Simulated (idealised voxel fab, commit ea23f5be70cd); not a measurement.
process module | voxel gate over fins
cross-section cut | 240 nm wide | cells 5 nm
A cross-section is a grid of square cells, given in bands from the top down. A band is one or more rows of cells.
Each band's line starts with the height of the band's top and of its bottom, in nm. Then come its materials from left to right, each with its width in nm. One material with "throughout" fills the band from edge to edge. "air" is empty space.
Height 0 is the level under which the wafer as received is all one material. The lowest band goes on downwards, as in "0 down".
A width such as "30 to 40" changes by the same amount from each row of cells to the next, from the band's top row to its bottom row.
"no change" after a step means that no cell of the cross-section changed.
closed voids: empty space of 8 cells or more with no open way to the top, each as width x height at its distance from the left edge, in nm
after a step's settings: what the simulator itself notes on the step
overlay nm, on a step with a mask: how far to the right of its planned place the mask lay; to the left if negative
plan
1 op RECEIVE | material Si
2 op CONFORMAL_DEP | material SiN | thk nm 10
3 op MASKED_ETCH | tone cover | mask id FINS | width nm 15 | pitch nm 50 | etch materials SiN | depth nm 10 | overlay nm 0
4 op MASKED_ETCH | tone cover | mask id FINS | width nm 15 | pitch nm 50 | etch materials Si | depth nm 40 | overlay nm 0
5 op FILL_DEP | material SiO2 | thk nm 5
6 op CMP | height nm 10
7 op MASKED_ETCH | tone open | mask id RAIL | width nm 15 | etch materials SiO2 | depth nm 45 | overlay nm 0
8 op CONFORMAL_DEP | material TiN | thk nm 5
9 op FILL_DEP | material Ru | thk nm 5
10 op CMP | height nm 10
11 op SELECTIVE_ETCH | etch materials W Ru TiN | depth nm 30
12 op FILL_DEP | material SiO2 | thk nm 5
13 op CMP | height nm 10
14 op SELECTIVE_ETCH | etch materials SiO2 | depth nm 20
15 op STRIP | etch materials SiN
16 op CONFORMAL_DEP | material HfO2 | thk nm 5
17 op CONFORMAL_DEP | material TiN | thk nm 5
18 op FILL_DEP | material W | thk nm 15
19 op CMP | height nm 20
20 op CONFORMAL_DEP | material SiN | thk nm 10
as received, after step 1
  0 down: Si throughout
  closed voids: none
a wafer at the end: this start, this plan, one mistake
  30 to 20: SiN throughout
  20 to 10: W throughout
  10 to 5: W 50 | TiN 35 | W 15 | TiN 35 | W 15 | TiN 35 | W 55
  5 to 0: W 50 | TiN 5 | HfO2 25 | TiN 5 | W 15 | TiN 5 | HfO2 25 | TiN 5 | W 15 | TiN 5 | HfO2 25 | TiN 5 | W 55
  0 to -5: TiN 55 | HfO2 5 | Si 15 | HfO2 5 | TiN 25 | HfO2 5 | Si 15 | HfO2 5 | TiN 25 | HfO2 5 | Si 15 | HfO2 5 | TiN 60
  -5 to -10: HfO2 60 | Si 15 | HfO2 35 | Si 15 | HfO2 35 | Si 15 | HfO2 65
  -10 to -20: SiO2 60 | Si 15 | SiO2 35 | Si 15 | SiO2 35 | Si 15 | SiO2 65
  -20 to -30: SiO2 60 | Si 15 | SiO2 20 | TiN 5 | Ru 5 | TiN 5 | Si 15 | SiO2 35 | Si 15 | SiO2 65
  -30 to -35: SiO2 60 | Si 15 | SiO2 20 | TiN 15 | Si 15 | SiO2 35 | Si 15 | SiO2 65
  -35 to -40: SiO2 60 | Si 15 | SiO2 35 | Si 15 | SiO2 35 | Si 15 | SiO2 65
  -40 down: Si throughout
  closed voids: none
what went wrong: step 7 ran as: op MASKED_ETCH | tone open | mask id RAIL | width nm 15 | etch materials SiO2 | depth nm 45 | overlay nm 10
